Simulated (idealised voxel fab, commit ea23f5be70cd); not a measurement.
You're looking at the process module voxel ribs on slabs.
The cross-section shown here is cut; it is 150 nm wide and divided into square cells measuring 5 nm on a side.
Each cross-section below is a grid of square cells, stated as bands in top-down order, with one or more rows of cells making up each band. Within each band entry, the heights of the top and of the bottom of the band appear first, in that order and in nm; the materials of the band then follow from left to right, each with its corresponding width in nm. The designation "throughout" on a single material indicates that it fills the band from edge to edge; the designation "empty" indicates empty space. Height 0 is the level under which the wafer as received is all one material. The lowest band goes on downwards, as in "from 0 down". Width spec "30 to 40" -> top row of cells at first value, bottom row at second value, equal per-row change in between. "no alterations made" -> step changed no cross-section cell. "Sealed cavities": sealed empty spaces, 8 cells or more, no open way to top, listed width x height at distance, with distance from the left edge and width, height and distance in nm. What comes after the settings on a step's line is commentary from the simulator itself on that step. The optional step-line setting "overlay nm" applies to steps with a mask and quantifies how far to the right of its planned location the mask lay, a negative value indicating leftward placement.

The following list gives the planned process steps:
| 1 | RECEIVE | material Si |
| 2 | DIRECTIONAL_DEP | material SiO2 | thk nm 30 |
| 3 | DIRECTIONAL_DEP | material polySi | thk nm 20 |
| 4 | DIRECTIONAL_DEP | material aC | thk nm 15 |
| 5 | PATTERN | tone cover | mask id RIB | material resist | width nm 30 | thk nm 30 | overlay nm 0 |
| 6 | DIRECTIONAL_ETCH | etch materials aC | depth nm 15 |
| 7 | STRIP | etch materials resist |
| 8 | DIRECTIONAL_ETCH | etch materials polySi | depth nm 15 |
| 9 | STRIP | etch materials aC |
| 10 | DIRECTIONAL_DEP | material aC | thk nm 10 |
| 11 | PATTERN | tone cover | mask id SLAB | material resist | width nm 90 | thk nm 25 | overlay nm 0 |
| 12 | DIRECTIONAL_ETCH | etch materials aC | depth nm 10 |
| 13 | STRIP | etch materials resist |
| 14 | DIRECTIONAL_ETCH | etch materials polySi | depth nm 5 |
| 15 | STRIP | etch materials aC |
| 16 | FILL_DEP | material SiO2 | thk nm 25 |
| 17 | CMP | height nm 65 |
| 18 | DIRECTIONAL_DEP | material W | thk nm 5 |
| 19 | PATTERN | tone cover | mask id HEATER | material resist | width nm 40 | thk nm 15 | overlay nm 0 |
| 20 | DIRECTIONAL_ETCH | etch materials W | depth nm 5 |
| 21 | STRIP | etch materials resist |
| 22 | CONFORMAL_DEP | material SiN | thk nm 10 |

As-received wafer cross-section (after step 1):
- from 0 down  Si throughout
- Sealed cavities: none

End-of-module cross-section of the first of two wafers, processed as planned:
- from 80 to 75  empty 45, then SiN 60, then empty 45
- from 75 to 70  SiN throughout
- from 70 to 65  SiN 55, then W 40, then SiN 55
- from 65 to 50  SiO2 throughout
- from 50 to 35  SiO2 60, then polySi 30, then SiO2 60
- from 35 to 30  SiO2 30, then polySi 90, then SiO2 30
- from 30 to 0  SiO2 throughout
- from 0 down  Si throughout
- Sealed cavities: none

Cross-sectional image of the second wafer of the two following completion of the module. Starting state and process plan were the same as for the first wafer; one execution error occurred:
- from 70 to 65  empty 55, then W 40, then empty 55
- from 65 to 50  SiO2 throughout
- from 50 to 35  SiO2 60, then polySi 30, then SiO2 60
- from 35 to 30  SiO2 30, then polySi 90, then SiO2 30
- from 30 to 0  SiO2 throughout
- from 0 down  Si throughout
- Sealed cavities: none
Plan not followed: step 22 in the plan did not get run; it was skipped
It is noted that, at the conclusion of processing, the second wafer exhibits a higher or lower cell count for certain materials relative to the first: 64 fewer of SiN
